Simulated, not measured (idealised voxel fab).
voxel self aligned vias: a process module
245 nm wide, 5 nm square cells: that's cross-section cut.
Cross-section, as written here: a square-cell grid given band by band from the top down, where a band holds one or more rows of cells.
It is stipulated that each band's entry specify, in nanometres, the height of the top of the band and then that of its bottom, followed by the materials of the band in left-to-right sequence, each together with its width in nanometres. A single material marked by the word "edge to edge" is understood to fill the band from edge to edge; the word "empty" is understood to denote empty space.
All heights in this document are referenced to 0, defined as the level beneath which the wafer, as received, consists entirely of one material. The lowest band is not bounded below; it extends indefinitely downward and is written in the form "top 0, no bottom".
A width such as "30..40" changes by the same amount from each row of cells to the next, from the band's top row to its bottom row.
No cell of the cross-section changed in a step that is given as "no alteration".
Closed void entries: empty space of 8 cells or more with no open way to the top, each as width x height at its distance from the left edge, in nm
Formally, on a step line, whatever follows the settings is a remark that the simulator itself makes on the step.
"overlay nm", when on a step's line for a step with a mask, measures how far to the right of its planned place the mask lay; a negative measure means to the left.

# List of planned process steps
1) RECEIVE, material Si
2) CONFORMAL_DEP, material SiO2, thk nm 15
3) CONFORMAL_DEP, material SiCN, thk nm 5
4) DIRECTIONAL_DEP, material SiO2, thk nm 25
5) MASKED_ETCH, tone open, mask id LINES, width nm 30, pitch nm 65, etch materials SiO2, depth nm 25, overlay nm 0
6) CONFORMAL_DEP, material TiN, thk nm 5
7) FILL_DEP, material W, thk nm 10
8) CMP, height nm 45
9) SELECTIVE_ETCH, etch materials W Ru TiN, depth nm 5
10) FILL_DEP, material SiN, thk nm 5
11) CMP, height nm 45
12) DIRECTIONAL_DEP, material SiO2, thk nm 15
13) MASKED_ETCH, tone open, mask id VIAS, width nm 50, pitch nm 65, etch materials SiO2, depth nm 15, overlay nm 0
14) MASKED_ETCH, tone open, mask id VIAS, width nm 50, pitch nm 65, etch materials SiN, depth nm 5, overlay nm 0
15) CONFORMAL_DEP, material TiN, thk nm 5
16) FILL_DEP, material W, thk nm 5
17) CMP, height nm 60
18) CONFORMAL_DEP, material SiCN, thk nm 5

# First wafer out of two, processed as planned

# Shown in cross-section is the wafer as received, that is, as it stands after step 1
	top 0, no bottom = Si edge to edge
	Closed void entries: none

# Presented here is a cross-section of the wafer after step 2 has been performed
	top 15, bottom 0 = SiO2 edge to edge
	Below 0 it's all the same as before, nothing changed down there.

# Presented here is a cross-section of the wafer after step 3 has been performed
	top 20, bottom 15 = SiCN edge to edge
	Below 15 it's all the same as before, nothing changed down there.

# Presented here is a cross-section of the wafer after step 4 has been performed
	top 45, bottom 20 = SiO2 edge to edge
	Below 20 it's all the same as before, nothing changed down there.

# Presented here is a cross-section of the wafer after step 5 has been performed
	top 45, bottom 20 = SiO2=40  empty=30  SiO2=35  empty=30  SiO2=35  empty=30  SiO2=45
	Below 20 it's all the same as before, nothing changed down there.

# Presented here is a cross-section of the wafer after step 6 has been performed
	top 50, bottom 45 = TiN=45  empty=20  TiN=45  empty=20  TiN=45  empty=20  TiN=50
	top 45, bottom 25 = SiO2=40  TiN=5  empty=20  TiN=5  SiO2=35  TiN=5  empty=20  TiN=5  SiO2=35  TiN=5  empty=20  TiN=5  SiO2=45
	top 25, bottom 20 = SiO2=40  TiN=30  SiO2=35  TiN=30  SiO2=35  TiN=30  SiO2=45
	Below 20 it's all the same as before, nothing changed down there.

# Presented here is a cross-section of the wafer after step 7 has been performed
	top 60, bottom 50 = W edge to edge
	top 50, bottom 45 = TiN=45  W=20  TiN=45  W=20  TiN=45  W=20  TiN=50
	top 45, bottom 25 = SiO2=40  TiN=5  W=20  TiN=5  SiO2=35  TiN=5  W=20  TiN=5  SiO2=35  TiN=5  W=20  TiN=5  SiO2=45
	Below 25 it's all the same as before, nothing changed down there.

# Presented here is a cross-section of the wafer after step 8 has been performed
	top 45, bottom 25 = SiO2=40  TiN=5  W=20  TiN=5  SiO2=35  TiN=5  W=20  TiN=5  SiO2=35  TiN=5  W=20  TiN=5  SiO2=45
	Below 25 it's all the same as before, nothing changed down there.

# Presented here is a cross-section of the wafer after step 9 has been performed
	top 45, bottom 40 = SiO2=40  empty=30  SiO2=35  empty=30  SiO2=35  empty=30  SiO2=45
	Below 40 it's all the same as before, nothing changed down there.

# Presented here is a cross-section of the wafer after step 10 has been performed
	top 50, bottom 45 = SiN edge to edge
	top 45, bottom 40 = SiO2=40  SiN=30  SiO2=35  SiN=30  SiO2=35  SiN=30  SiO2=45
	Below 40 it's all the same as before, nothing changed down there.

# Presented here is a cross-section of the wafer after step 11 has been performed
	top 45, bottom 40 = SiO2=40  SiN=30  SiO2=35  SiN=30  SiO2=35  SiN=30  SiO2=45
	Below 40 it's all the same as before, nothing changed down there.

# Presented here is a cross-section of the wafer after step 12 has been performed
	top 60, bottom 45 = SiO2 edge to edge
	Below 45 it's all the same as before, nothing changed down there.

# Presented here is a cross-section of the wafer after step 13 has been performed
	top 60, bottom 45 = SiO2=30  empty=50  SiO2=15  empty=50  SiO2=15  empty=50  SiO2=35
	Below 45 it's all the same as before, nothing changed down there.

# Presented here is a cross-section of the wafer after step 14 has been performed
	top 60, bottom 45 = SiO2=30  empty=50  SiO2=15  empty=50  SiO2=15  empty=50  SiO2=35
	top 45, bottom 40 = SiO2=40  empty=30  SiO2=35  empty=30  SiO2=35  empty=30  SiO2=45
	Below 40 it's all the same as before, nothing changed down there.

# Presented here is a cross-section of the wafer after step 15 has been performed
	top 65, bottom 60 = TiN=35  empty=40  TiN=25  empty=40  TiN=25  empty=40  TiN=40
	top 60, bottom 50 = SiO2=30  TiN=5  empty=40  TiN=5  SiO2=15  TiN=5  empty=40  TiN=5  SiO2=15  TiN=5  empty=40  TiN=5  SiO2=35
	top 50, bottom 45 = SiO2=30  TiN=15  empty=20  TiN=15  SiO2=15  TiN=15  empty=20  TiN=15  SiO2=15  TiN=15  empty=20  TiN=15  SiO2=35
	top 45, bottom 40 = SiO2=40  TiN=30  SiO2=35  TiN=30  SiO2=35  TiN=30  SiO2=45
	Below 40 it's all the same as before, nothing changed down there.

# Presented here is a cross-section of the wafer after step 16 has been performed
	top 70, bottom 65 = W edge to edge
	top 65, bottom 60 = TiN=35  W=40  TiN=25  W=40  TiN=25  W=40  TiN=40
	top 60, bottom 50 = SiO2=30  TiN=5  W=40  TiN=5  SiO2=15  TiN=5  W=40  TiN=5  SiO2=15  TiN=5  W=40  TiN=5  SiO2=35
	top 50, bottom 45 = SiO2=30  TiN=15  W=20  TiN=15  SiO2=15  TiN=15  W=20  TiN=15  SiO2=15  TiN=15  W=20  TiN=15  SiO2=35
	Below 45 it's all the same as before, nothing changed down there.

# Presented here is a cross-section of the wafer after step 17 has been performed
	top 60, bottom 50 = SiO2=30  TiN=5  W=40  TiN=5  SiO2=15  TiN=5  W=40  TiN=5  SiO2=15  TiN=5  W=40  TiN=5  SiO2=35
	Below 50 it's all the same as before, nothing changed down there.

# Presented here is a cross-section of the wafer after step 18 has been performed
	top 65, bottom 60 = SiCN edge to edge
	Below 60 it's all the same as before, nothing changed down there.

# It is to be noted that the second wafer proceeded from the same initial state and according to the same plan as the first, although one mistake was committed in its execution; through step 3, inclusive, the two wafers share an identical history

# The second wafer cut through, at the time step 4 was supposed to be finished
	top 40, bottom 20 = SiO2 edge to edge
	Below 20 it's all the same as before, nothing changed down there.

# The second wafer cut through, at the time step 5 was supposed to be finished
	top 40, bottom 20 = SiO2=40  empty=30  SiO2=35  empty=30  SiO2=35  empty=30  SiO2=45
	Below 20 it's all the same as before, nothing changed down there.

# The second wafer cut through, at the time step 6 was supposed to be finished
	top 45, bottom 40 = TiN=45  empty=20  TiN=45  empty=20  TiN=45  empty=20  TiN=50
	top 40, bottom 25 = SiO2=40  TiN=5  empty=20  TiN=5  SiO2=35  TiN=5  empty=20  TiN=5  SiO2=35  TiN=5  empty=20  TiN=5  SiO2=45
	top 25, bottom 20 = SiO2=40  TiN=30  SiO2=35  TiN=30  SiO2=35  TiN=30  SiO2=45
	Below 20 it's all the same as before, nothing changed down there.

# The second wafer cut through, at the time step 7 was supposed to be finished
	top 55, bottom 45 = W edge to edge
	top 45, bottom 40 = TiN=45  W=20  TiN=45  W=20  TiN=45  W=20  TiN=50
	top 40, bottom 25 = SiO2=40  TiN=5  W=20  TiN=5  SiO2=35  TiN=5  W=20  TiN=5  SiO2=35  TiN=5  W=20  TiN=5  SiO2=45
	Below 25 it's all the same as before, nothing changed down there.

# The second wafer cut through, at the time step 8 was supposed to be finished
	top 45, bottom 40 = TiN=45  W=20  TiN=45  W=20  TiN=45  W=20  TiN=50
	Below 40 it's all the same as before, nothing changed down there.

# The second wafer cut through, at the time step 9 was supposed to be finished
	top 40, bottom 25 = SiO2=40  TiN=5  W=20  TiN=5  SiO2=35  TiN=5  W=20  TiN=5  SiO2=35  TiN=5  W=20  TiN=5  SiO2=45
	Below 25 it's all the same as before, nothing changed down there.

# The second wafer cut through, at the time step 10 was supposed to be finished
	top 45, bottom 40 = SiN edge to edge
	Below 40 it's all the same as before, nothing changed down there.

The second wafer cut through, at the time step 11 was supposed to be finished: no alteration

# The second wafer cut through, at the time step 12 was supposed to be finished
	top 60, bottom 45 = SiO2 edge to edge
	Below 45 it's all the same as before, nothing changed down there.

# The second wafer cut through, at the time step 13 was supposed to be finished
	top 60, bottom 45 = SiO2=30  empty=50  SiO2=15  empty=50  SiO2=15  empty=50  SiO2=35
	Below 45 it's all the same as before, nothing changed down there.

# The second wafer cut through, at the time step 14 was supposed to be finished
	top 60, bottom 45 = SiO2=30  empty=50  SiO2=15  empty=50  SiO2=15  empty=50  SiO2=35
	top 45, bottom 40 = SiN=30  empty=50  SiN=15  empty=50  SiN=15  empty=50  SiN=35
	Below 40 it's all the same as before, nothing changed down there.

# The second wafer cut through, at the time step 15 was supposed to be finished
	top 65, bottom 60 = TiN=35  empty=40  TiN=25  empty=40  TiN=25  empty=40  TiN=40
	top 60, bottom 45 = SiO2=30  TiN=5  empty=40  TiN=5  SiO2=15  TiN=5  empty=40  TiN=5  SiO2=15  TiN=5  empty=40  TiN=5  SiO2=35
	top 45, bottom 40 = SiN=30  TiN=50  SiN=15  TiN=50  SiN=15  TiN=50  SiN=35
	Below 40 it's all the same as before, nothing changed down there.

# The second wafer cut through, at the time step 16 was supposed to be finished
	top 70, bottom 65 = W edge to edge
	top 65, bottom 60 = TiN=35  W=40  TiN=25  W=40  TiN=25  W=40  TiN=40
	top 60, bottom 45 = SiO2=30  TiN=5  W=40  TiN=5  SiO2=15  TiN=5  W=40  TiN=5  SiO2=15  TiN=5  W=40  TiN=5  SiO2=35
	Below 45 it's all the same as before, nothing changed down there.

# The second wafer cut through, at the time step 17 was supposed to be finished
	top 60, bottom 45 = SiO2=30  TiN=5  W=40  TiN=5  SiO2=15  TiN=5  W=40  TiN=5  SiO2=15  TiN=5  W=40  TiN=5  SiO2=35
	Below 45 it's all the same as before, nothing changed down there.

# The second wafer cut through, at the time step 18 was supposed to be finished
	top 65, bottom 60 = SiCN edge to edge
	Below 60 it's all the same as before, nothing changed down there.
What was done differently from what was planned? step 4 ran as: DIRECTIONAL_DEP, material SiO2, thk nm 20
It is noted that, at the conclusion of processing, the second wafer exhibits a higher or lower cell count for certain materials relative to the first: SiN +19 | SiO2 -31 | W +12
